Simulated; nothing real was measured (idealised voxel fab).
process module | voxel local oxidation
cross-section cut | 255 nm wide | cells 5 nm
A cross-section is a grid of square cells, given in bands from the top down. A band is one or more rows of cells.
Each band's line starts with the height of the band's top and of its bottom, in nm. Then come its materials from left to right, each with its width in nm. One material with "throughout" fills the band from edge to edge. "air" is empty space.
Height 0 is the level under which the wafer as received is all one material. The lowest band goes on downwards, as in "0 down".
A width such as "30 to 40" changes by the same amount from each row of cells to the next, from the band's top row to its bottom row.
"no change" after a step means that no cell of the cross-section changed.
closed voids: empty space of 8 cells or more with no open way to the top, each as width x height at its distance from the left edge, in nm
after a step's settings: what the simulator itself notes on the step
overlay nm, on a step with a mask: how far to the right of its planned place the mask lay; to the left if negative
plan
1 op RECEIVE | material Si
2 op OXIDIZE | depth nm 5
3 op CONFORMAL_DEP | material SiN | thk nm 10
4 op PATTERN | tone cover | mask id ACTIVE | material resist | width nm 105 | thk nm 20 | overlay nm 0
5 op DIRECTIONAL_ETCH | etch materials SiN | depth nm 10
6 op STRIP | etch materials resist
7 op SELECTIVE_ETCH | etch materials SiO2 | depth nm 5
8 op OXIDIZE | depth nm 10
9 op STRIP | etch materials SiN
first wafer, as planned
as received, after step 1
  0 down: Si throughout
  closed voids: none
after step 2
  0 to -5: SiO2 throughout
  below -5: unchanged
after step 3
  10 to 0: SiN throughout
  below 0: unchanged
after step 4
  30 to 10: air 75 | resist 105 | air 75
  below 10: unchanged
after step 5
  30 to 10: air 75 | resist 105 | air 75
  10 to 0: air 75 | SiN 105 | air 75
  below 0: unchanged
after step 6
  10 to 0: air 75 | SiN 105 | air 75
  below 0: unchanged
after step 7
  10 to 0: air 75 | SiN 105 | air 75
  0 to -5: air 80 | SiO2 95 | air 80
  below -5: unchanged
after step 8
  10 to 0: air 75 | SiN 105 | air 75
  0 to -5: air 80 | SiO2 95 | air 80
  -5 to -15: SiO2 90 | Si 75 | SiO2 90
  below -15: unchanged
after step 9
  0 to -5: air 80 | SiO2 95 | air 80
  below -5: unchanged
second wafer: like start, like plan, one mistake. Through step 8 it matches the first wafer
when step 9 should have ended: no change
what went wrong: step 9 was left out
at the end the second wafer has, in cells: 42 more of SiN
